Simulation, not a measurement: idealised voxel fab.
process module | voxel self aligned contacts
cross-section cut | 160 nm wide | cells 5 nm
A cross-section is a grid of square cells, given in bands from the top down. A band is one or more rows of cells.
Each band's line starts with the height of the band's top and of its bottom, in nm. Then come its materials from left to right, each with its width in nm. One material with "throughout" fills the band from edge to edge. "air" is empty space.
Height 0 is the level under which the wafer as received is all one material. The lowest band goes on downwards, as in "0 down".
A width such as "30 to 40" changes by the same amount from each row of cells to the next, from the band's top row to its bottom row.
"no change" after a step means that no cell of the cross-section changed.
closed voids: empty space of 8 cells or more with no open way to the top, each as width x height at its distance from the left edge, in nm
after a step's settings: what the simulator itself notes on the step
overlay nm, on a step with a mask: how far to the right of its planned place the mask lay; to the left if negative
plan
1 op RECEIVE | material Si
2 op CONFORMAL_DEP | material SiO2 | thk nm 5
3 op DIRECTIONAL_DEP | material polySi | thk nm 30
4 op DIRECTIONAL_DEP | material SiN | thk nm 20
5 op MASKED_ETCH | tone cover | mask id GATE | width nm 30 | pitch nm 60 | etch materials SiN | depth nm 20 | overlay nm -15
6 op MASKED_ETCH | tone cover | mask id GATE | width nm 30 | pitch nm 60 | etch materials polySi | depth nm 30 | overlay nm 0
7 op CONFORMAL_DEP | material SiN | thk nm 5
8 op DIRECTIONAL_ETCH | etch materials SiN | depth nm 5
9 op FILL_DEP | material SiO2 | thk nm 20
10 op CMP | height nm 65
11 op DIRECTIONAL_DEP | material aC | thk nm 10
12 op PATTERN | tone open | mask id CONTACT | material resist | width nm 40 | thk nm 25 | overlay nm 0
13 op DIRECTIONAL_ETCH | etch materials aC | depth nm 10
14 op STRIP | etch materials resist
15 op DIRECTIONAL_ETCH | etch materials SiO2 | depth nm 65
16 op STRIP | etch materials aC
17 op CONFORMAL_DEP | material TiN | thk nm 5
18 op FILL_DEP | material Ru | thk nm 5
19 op CMP | height nm 65
20 op CONFORMAL_DEP | material SiCN | thk nm 5
varied across the wafers: overlay nm of step 5. The plan shows the first wafer's value. All wafers start alike
first wafer as received, after step 1
  0 down: Si throughout
  closed voids: none
first wafer at the end, after step 20
  70 to 65: SiCN throughout
  65 to 55: SiO2 60 | TiN 5 | Ru 30 to 5 | TiN 5 to 30 | SiO2 60
  55 to 40: SiO2 15 | SiN 40 | SiO2 5 | TiN 5 | Ru 5 | TiN 5 | SiN 40 | SiO2 45
  40 to 35: SiO2 15 | SiN 40 | SiO2 5 | TiN 15 | SiN 40 | SiO2 45
  35 to 5: SiO2 15 | SiN 5 | polySi 45 | SiN 5 | TiN 5 | SiN 5 | polySi 45 | SiN 5 | SiO2 30
  5 to 0: SiO2 70 | TiN 5 | SiO2 85
  0 down: Si throughout
  closed voids: none
last wafer at the end
  70 to 65: SiCN throughout
  65 to 55: SiO2 60 | TiN 5 to 30 | Ru 30 to 5 | TiN 5 | SiO2 60
  55 to 40: SiO2 45 | SiN 40 | TiN 5 | Ru 5 | TiN 5 | SiO2 5 | SiN 40 | SiO2 15
  40 to 35: SiO2 45 | SiN 40 | TiN 15 | SiO2 5 | SiN 40 | SiO2 15
  35 to 5: SiO2 30 | SiN 5 | polySi 45 | SiN 5 | TiN 5 | SiN 5 | polySi 45 | SiN 5 | SiO2 15
  5 to 0: SiO2 85 | TiN 5 | SiO2 70
  0 down: Si throughout
  closed voids: none
each wafer at the end: cells of each material gained (+) or lost (-) since it was received, then its closed voids
overlay nm -15 | +10 Ru | +32 SiCN | +88 SiN | +185 SiO2 | +25 TiN | +108 polySi | closed voids: none
overlay nm -10 | +14 Ru | +32 SiCN | +88 SiN | +186 SiO2 | +32 TiN | +96 polySi | closed voids: none
overlay nm -5 | +21 Ru | +32 SiCN | +88 SiN | +191 SiO2 | +32 TiN | +84 polySi | closed voids: none
overlay nm 0 | +28 Ru | +32 SiCN | +88 SiN | +196 SiO2 | +32 TiN | +72 polySi | closed voids: none
overlay nm 5 | +21 Ru | +32 SiCN | +88 SiN | +191 SiO2 | +32 TiN | +84 polySi | closed voids: none
overlay nm 10 | +14 Ru | +32 SiCN | +88 SiN | +186 SiO2 | +32 TiN | +96 polySi | closed voids: none
overlay nm 15 | +10 Ru | +32 SiCN | +88 SiN | +185 SiO2 | +25 TiN | +108 polySi | closed voids: none
